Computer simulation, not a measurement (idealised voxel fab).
Presented below is a process module, voxel fin reveal.
The cross-section shown here is cut; it is 215 nm wide and divided into square cells measuring 5 nm on a side.
Reading order for cross-sections: top band down to bottom band. Underlying form: a grid of square cells. Band size: one or more rows of cells. Read a band's entry like this: the first values are the height of its top and the height of its bottom in nm, and what follows is the sequence of materials from left to right, each with its width in nm. Note that "blank" is empty space, and that a single material marked "edge to edge" reaches across the band from edge to edge. Ref level 0: as-received wafer is one material below here. Bottom band extends down with no lower bound ("from 0 down"). The notation "30->40" denotes a width that varies across the rows of cells in the band, beginning at the first number in the top row, finishing at the second number in the bottom row, and changing by an identical amount from each row to the next. The cross-section has no changed cell in any step marked "remained unchanged". Cavities, sealed: empty space of 8 cells or more with no open way to the top, each as width x height at its distance from the left edge, in nm. On each step's line, the part that comes after the settings is the simulator's own comment on the step. overlay nm, on a step with a mask: how far to the right of its planned place the mask lay; to the left if negative.

The process steps that were planned are listed below:
| 1 | RECEIVE | material Si |
| 2 | CONFORMAL_DEP | material SiN | thk nm 10 |
| 3 | MASKED_ETCH | tone cover | mask id FINS | width nm 15 | pitch nm 35 | etch materials SiN | depth nm 10 | overlay nm 0 |
| 4 | MASKED_ETCH | tone cover | mask id FINS | width nm 15 | pitch nm 35 | etch materials Si | depth nm 35 | overlay nm 0 |
| 5 | FILL_DEP | material SiO2 | thk nm 10 |
| 6 | CMP | height nm 0 |
| 7 | SELECTIVE_ETCH | etch materials SiO2 | depth nm 20 |
| 8 | STRIP | etch materials SiN |
| 9 | CONFORMAL_DEP | material SiO2 | thk nm 5 |
The plan shows the height nm of step 6 as the first wafer had it; this setting differs between the wafers, which start out alike.

Received wafers, first of several: cross-section after step 1:
from 0 down  Si edge to edge
Cavities, sealed: none

Per-wafer rows below. For each material: cells gained (+) or lost (-) since the wafer was received, as of end of module. Then: closed voids:
height nm 0, -259 Si, +170 SiO2, Cavities, sealed: none
height nm 5, -259 Si, +203 SiO2, Cavities, sealed: none
height nm 10, -259 Si, +236 SiO2, Cavities, sealed: none
height nm 15, -259 Si, +269 SiO2, Cavities, sealed: none
height nm 20, -259 Si, +302 SiO2, Cavities, sealed: none
